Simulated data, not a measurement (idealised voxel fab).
This is a process module. Its name is voxel quadruple lines.
Each square cell in cross-section cut measures 5 nm, and the section as a whole is 300 nm wide.
Reading order for cross-sections: top band down to bottom band. Underlying form: a grid of square cells. Band size: one or more rows of cells.
Top height, bottom height, nm. Materials left to right, width each, nm. Single material + "all across" = fills band edge to edge. "blank" = empty.
Zero point of the height axis is 0; under it, received wafer = one material. Lowest band: continues down indefinitely, "z 0 and below".
So if you see something like "30->40" for the width, read it as the top row of the band sitting at the first number and the bottom row at the second, with every row in between moving by the same amount as the last.
"nothing changed" for a step: no cell of the cross-section changed in that step.
Under "Voids lacking openings" you'll find the enclosed gaps, the ones with no way out to the top, that are 8 cells or bigger; each reads width x height at distance, with distance counted from the left edge, everything in nm.
Where a step's line continues beyond its settings, the continuation is a remark by the simulator itself on that step.
overlay nm: for a step with a mask, the amount by which the mask lay right of where it was planned; a negative amount means left of it.

Process steps foreseen in the plan
step 1: RECEIVE with material Si
step 2: CONFORMAL_DEP with material Al2O3, thk nm 5
step 3: DIRECTIONAL_DEP with material W, thk nm 15
step 4: DIRECTIONAL_DEP with material polySi, thk nm 20
step 5: DIRECTIONAL_DEP with material aC, thk nm 25
step 6: PATTERN with tone cover, mask id MANDREL, material resist, width nm 25, pitch nm 80, thk nm 35, overlay nm 0
step 7: DIRECTIONAL_ETCH with etch materials aC, depth nm 25
step 8: STRIP with etch materials resist
step 9: CONFORMAL_DEP with material SiO2, thk nm 15
step 10: DIRECTIONAL_ETCH with etch materials SiO2, depth nm 15
step 11: STRIP with etch materials aC
step 12: DIRECTIONAL_ETCH with etch materials polySi, depth nm 20
step 13: STRIP with etch materials SiO2
step 14: CONFORMAL_DEP with material SiCN, thk nm 5
step 15: DIRECTIONAL_ETCH with etch materials SiCN, depth nm 5
step 16: STRIP with etch materials polySi
step 17: DIRECTIONAL_ETCH with etch materials W, depth nm 15
step 18: STRIP with etch materials SiCN
step 19: FILL_DEP with material SiO2, thk nm 10
step 20: CMP with height nm 20

Cross-section: wafer on arrival = after step 1
* z 0 and below  Si all across
* Voids lacking openings: none

Look at the cross-section after the module: the wafer started out the way shown above and the plan was the one shown above, yet one mistake was made along the way
* z 20 to 5  SiO2 90 | W 5 | SiO2 25 | W 5 | SiO2 45 | W 5 | SiO2 25 | W 5 | SiO2 95
* z 5 to 0  Al2O3 all across
* z 0 and below  Si all across
* Voids lacking openings: none
Want to know what went wrong? off-plan run, step 6, actual operation and settings PATTERN with tone open, mask id MANDREL, material resist, width nm 25, pitch nm 80, thk nm 35, overlay nm 0
